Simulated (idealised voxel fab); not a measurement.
process module | voxel spacer lines
cross-section cut | 270 nm wide | cells 5 nm
A cross-section is a grid of square cells, given in bands from the top down. A band is one or more rows of cells.
Each band's line starts with the height of the band's top and of its bottom, in nm. Then come its materials from left to right, each with its width in nm. One material with "throughout" fills the band from edge to edge. "air" is empty space.
Height 0 is the level under which the wafer as received is all one material. The lowest band goes on downwards, as in "0 down".
A width such as "30 to 40" changes by the same amount from each row of cells to the next, from the band's top row to its bottom row.
"no change" after a step means that no cell of the cross-section changed.
closed voids: empty space of 8 cells or more with no open way to the top, each as width x height at its distance from the left edge, in nm
after a step's settings: what the simulator itself notes on the step
overlay nm, on a step with a mask: how far to the right of its planned place the mask lay; to the left if negative
plan
1 op RECEIVE | material Si
2 op CONFORMAL_DEP | material SiO2 | thk nm 10
3 op DIRECTIONAL_DEP | material W | thk nm 20
4 op DIRECTIONAL_DEP | material polySi | thk nm 25
5 op PATTERN | tone cover | mask id MANDREL | material resist | width nm 15 | pitch nm 60 | thk nm 35 | overlay nm -15
6 op DIRECTIONAL_ETCH | etch materials polySi | depth nm 25
7 op STRIP | etch materials resist
8 op CONFORMAL_DEP | material SiN | thk nm 15
9 op DIRECTIONAL_ETCH | etch materials SiN | depth nm 15
10 op STRIP | etch materials polySi
11 op DIRECTIONAL_ETCH | etch materials W | depth nm 20
12 op STRIP | etch materials SiN
13 op FILL_DEP | material lowk | thk nm 5
14 op CMP | height nm 30
varied across the wafers: overlay nm of step 5. The plan shows the first wafer's value. All wafers start alike
first wafer as received, after step 1
  0 down: Si throughout
  closed voids: none
first wafer at the end, after step 14
  30 to 10: lowk 35 | W 15 | lowk 15 | W 15 | lowk 15 | W 15 | lowk 15 | W 15 | lowk 15 | W 15 | lowk 15 | W 15 | lowk 70
  10 to 0: SiO2 throughout
  0 down: Si throughout
  closed voids: none
last wafer at the end
  30 to 10: lowk 65 | W 15 | lowk 15 | W 15 | lowk 15 | W 15 | lowk 15 | W 15 | lowk 15 | W 15 | lowk 15 | W 15 | lowk 40
  10 to 0: SiO2 throughout
  0 down: Si throughout
  closed voids: none
each wafer at the end: cells of each material gained (+) or lost (-) since it was received, then its closed voids
overlay nm -15 | +108 SiO2 | +72 W | +144 lowk | closed voids: none
overlay nm -10 | +108 SiO2 | +72 W | +144 lowk | closed voids: none
overlay nm -5 | +108 SiO2 | +72 W | +144 lowk | closed voids: none
overlay nm 0 | +108 SiO2 | +72 W | +144 lowk | closed voids: none
overlay nm 5 | +108 SiO2 | +72 W | +144 lowk | closed voids: none
overlay nm 10 | +108 SiO2 | +72 W | +144 lowk | closed voids: none
overlay nm 15 | +108 SiO2 | +72 W | +144 lowk | closed voids: none
